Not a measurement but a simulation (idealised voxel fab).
process module | voxel ribs on slabs
cross-section cut | 200 nm wide | cells 5 nm
A cross-section is a grid of square cells, given in bands from the top down. A band is one or more rows of cells.
Each band's line starts with the height of the band's top and of its bottom, in nm. Then come its materials from left to right, each with its width in nm. One material with "throughout" fills the band from edge to edge. "air" is empty space.
Height 0 is the level under which the wafer as received is all one material. The lowest band goes on downwards, as in "0 down".
A width such as "30 to 40" changes by the same amount from each row of cells to the next, from the band's top row to its bottom row.
"no change" after a step means that no cell of the cross-section changed.
closed voids: empty space of 8 cells or more with no open way to the top, each as width x height at its distance from the left edge, in nm
after a step's settings: what the simulator itself notes on the step
overlay nm, on a step with a mask: how far to the right of its planned place the mask lay; to the left if negative
plan
1 op RECEIVE | material Si
2 op DIRECTIONAL_DEP | material SiO2 | thk nm 20
3 op DIRECTIONAL_DEP | material SiN | thk nm 25
4 op PATTERN | tone cover | mask id RIB | material resist | width nm 20 | thk nm 20 | overlay nm 0
5 op DIRECTIONAL_ETCH | etch materials SiN | depth nm 5
6 op STRIP | etch materials resist
7 op PATTERN | tone cover | mask id SLAB | material resist | width nm 80 | thk nm 15 | overlay nm 0
8 op DIRECTIONAL_ETCH | etch materials SiN | depth nm 20
9 op STRIP | etch materials resist
10 op FILL_DEP | material SiO2 | thk nm 30
11 op CMP | height nm 65
12 op DIRECTIONAL_DEP | material W | thk nm 10
13 op MASKED_ETCH | tone cover | mask id HEATER | width nm 30 | etch materials W | depth nm 10 | overlay nm 0
14 op CONFORMAL_DEP | material SiO2 | thk nm 10
as received, after step 1
  0 down: Si throughout
  closed voids: none
a wafer at the end: this start, this plan, one mistake
  85 to 75: air 75 | SiO2 50 | air 75
  75 to 65: SiO2 85 | W 30 | SiO2 85
  65 to 45: SiO2 throughout
  45 to 40: SiO2 90 | SiN 20 | SiO2 90
  40 to 20: SiO2 65 | SiN 75 | SiO2 60
  20 to 0: SiO2 throughout
  0 down: Si throughout
  closed voids: none
what went wrong: step 7 ran as: op PATTERN | tone cover | mask id SLAB | material resist | width nm 75 | thk nm 15 | overlay nm 0
